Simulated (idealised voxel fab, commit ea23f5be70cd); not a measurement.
Title: Process Module voxel capacitor over wiring
Square cell edge 5 nm, section width 235 nm, ID cut.
How to read a cross-section here: the picture is a grid of square cells, written as bands going from the top down, and any band can span one or more rows of cells.
For a band, the entry starts with two heights in nm, that of the top and then that of the bottom, and carries on with the band's materials in order from left to right, each alongside its width in nm; the word "full width" beside a single material means it fills the band edge to edge, and "blank" means empty space.
Heights are measured from 0, the level below which the as-received wafer is all one material; the lowest band has no bottom and continues downward, written as in "0 -> down".
The two numbers in a width such as "30 to 40" mark its ends across the band: the first belongs to the top row of cells, the second to the bottom row, and from each row to the next the width moves by the same amount.
What does "no modification" mean for a step? It means no cell of the cross-section changed in that step.
Closed-off voids of 8+ cells (no open route to the top) go in "Closed empty spaces", written width x height at distance from the left edge, in nm.
Past the settings on a step's line: simulator remark, on that step.
Among the settings permitted on a step's line is "overlay nm"; applied to a step with a mask, it specifies the extent to which the mask lay to the right of its planned position, whereas a negative figure signifies a position to the left.
-- The process steps that were planned are listed below
1 RECEIVE (material Si)
2 CONFORMAL_DEP (material SiO2; thk nm 15)
3 DIRECTIONAL_DEP (material TiN; thk nm 5)
4 DIRECTIONAL_DEP (material Ru; thk nm 20)
5 DIRECTIONAL_DEP (material aC; thk nm 10)
6 PATTERN (tone cover; mask id METAL_1; material resist; width nm 15; pitch nm 90; thk nm 30; overlay nm 0)
7 DIRECTIONAL_ETCH (etch materials aC; depth nm 10)
8 STRIP (etch materials resist)
9 DIRECTIONAL_ETCH (etch materials Ru; depth nm 20)
10 DIRECTIONAL_ETCH (etch materials TiN; depth nm 5)
11 STRIP (etch materials aC)
12 FILL_DEP (material SiO2; thk nm 10)
13 CMP (height nm 40)
14 CONFORMAL_DEP (material SiCN; thk nm 5)
15 DIRECTIONAL_DEP (material lowk; thk nm 15)
16 MASKED_ETCH (tone open; mask id PLUG_1; width nm 15; etch materials lowk; depth nm 15; overlay nm 0)
17 MASKED_ETCH (tone open; mask id PLUG_1; width nm 15; etch materials SiCN; depth nm 5; overlay nm 0)
18 CONFORMAL_DEP (material TiN; thk nm 5)
19 FILL_DEP (material Ru; thk nm 10)
20 CMP (height nm 60)
21 DIRECTIONAL_DEP (material TiN; thk nm 10)
22 DIRECTIONAL_DEP (material Al2O3; thk nm 5)
23 DIRECTIONAL_DEP (material TiN; thk nm 5)
24 PATTERN (tone cover; mask id UPPER_PLATE; material resist; width nm 75; thk nm 20; overlay nm 0)
25 DIRECTIONAL_ETCH (etch materials TiN; depth nm 5)
26 DIRECTIONAL_ETCH (etch materials Al2O3; depth nm 5)
27 STRIP (etch materials resist)
28 PATTERN (tone cover; mask id LOWER_PLATE; material resist; width nm 85; thk nm 15; overlay nm 0)
29 DIRECTIONAL_ETCH (etch materials TiN; depth nm 10)
30 STRIP (etch materials resist)
31 FILL_DEP (material SiO2; thk nm 15)
32 CMP (height nm 90)
33 MASKED_ETCH (tone open; mask id PLUG_2; width nm 15; etch materials SiO2; depth nm 10; overlay nm 0)
34 CONFORMAL_DEP (material TiN; thk nm 5)
35 FILL_DEP (material Ru; thk nm 10)
36 CMP (height nm 90)
37 CONFORMAL_DEP (material SiN; thk nm 5)
Across this set of wafers, the varied parameter is the width nm of step 6. Starting conditions are identical for every wafer, and the plan reports the value assigned to the first wafer.
-- Cross-section: the first of several wafers in its as-received state, i.e. following step 1
  0 -> down: Si full width
  Closed empty spaces: none
-- Here's the first of several wafers in cross-section, end of the module, after the last step, step 37
  95 -> 90: SiN full width
  90 -> 85: SiO2=75 | TiN=5 | Ru=5 | TiN=5 | SiO2=145
  85 -> 75: SiO2=75 to 65 | TiN=15 to 75 | SiO2=145 to 95
  75 -> 70: SiO2=65 | Al2O3=75 | SiO2=95
  70 -> 60: SiO2=60 | TiN=85 | SiO2=90
  60 -> 45: lowk=65 | TiN=5 | Ru=5 | TiN=5 | lowk=155
  45 -> 40: SiCN=65 | TiN=15 | SiCN=155
  40 -> 20: SiO2=65 | Ru=15 | SiO2=75 | Ru=15 | SiO2=65
  20 -> 15: SiO2=65 | TiN=15 | SiO2=75 | TiN=15 | SiO2=65
  15 -> 0: SiO2 full width
  0 -> down: Si full width
  Closed empty spaces: none
-- End of module, last wafer sectioned
  95 -> 90: SiN full width
  90 -> 85: SiO2=75 | TiN=5 | Ru=5 | TiN=5 | SiO2=145
  85 -> 75: SiO2=75 to 65 | TiN=15 to 75 | SiO2=145 to 95
  75 -> 70: SiO2=65 | Al2O3=75 | SiO2=95
  70 -> 60: SiO2=60 | TiN=85 | SiO2=90
  60 -> 45: lowk=65 | TiN=5 | Ru=5 | TiN=5 | lowk=155
  45 -> 40: SiCN=65 | TiN=15 | SiCN=155
  40 -> 20: SiO2=55 | Ru=35 | SiO2=55 | Ru=35 | SiO2=55
  20 -> 15: SiO2=55 | TiN=35 | SiO2=55 | TiN=35 | SiO2=55
  15 -> 0: SiO2 full width
  0 -> down: Si full width
  Closed empty spaces: none
-- Below is a per-wafer table. In it, each row describes the wafer at the end of the module by giving, for each material, the number of cells gained (+) or lost (-) since the wafer was received, and after that the closed voids of the wafer
width nm 15, +15 Al2O3, +28 Ru, +44 SiCN, +47 SiN, +558 SiO2, +69 TiN, +132 lowk, Closed empty spaces: none
width nm 20, +15 Al2O3, +36 Ru, +44 SiCN, +47 SiN, +548 SiO2, +71 TiN, +132 lowk, Closed empty spaces: none
width nm 25, +15 Al2O3, +44 Ru, +44 SiCN, +47 SiN, +538 SiO2, +73 TiN, +132 lowk, Closed empty spaces: none
width nm 30, +15 Al2O3, +52 Ru, +44 SiCN, +47 SiN, +528 SiO2, +75 TiN, +132 lowk, Closed empty spaces: none
width nm 35, +15 Al2O3, +60 Ru, +44 SiCN, +47 SiN, +518 SiO2, +77 TiN, +132 lowk, Closed empty spaces: none
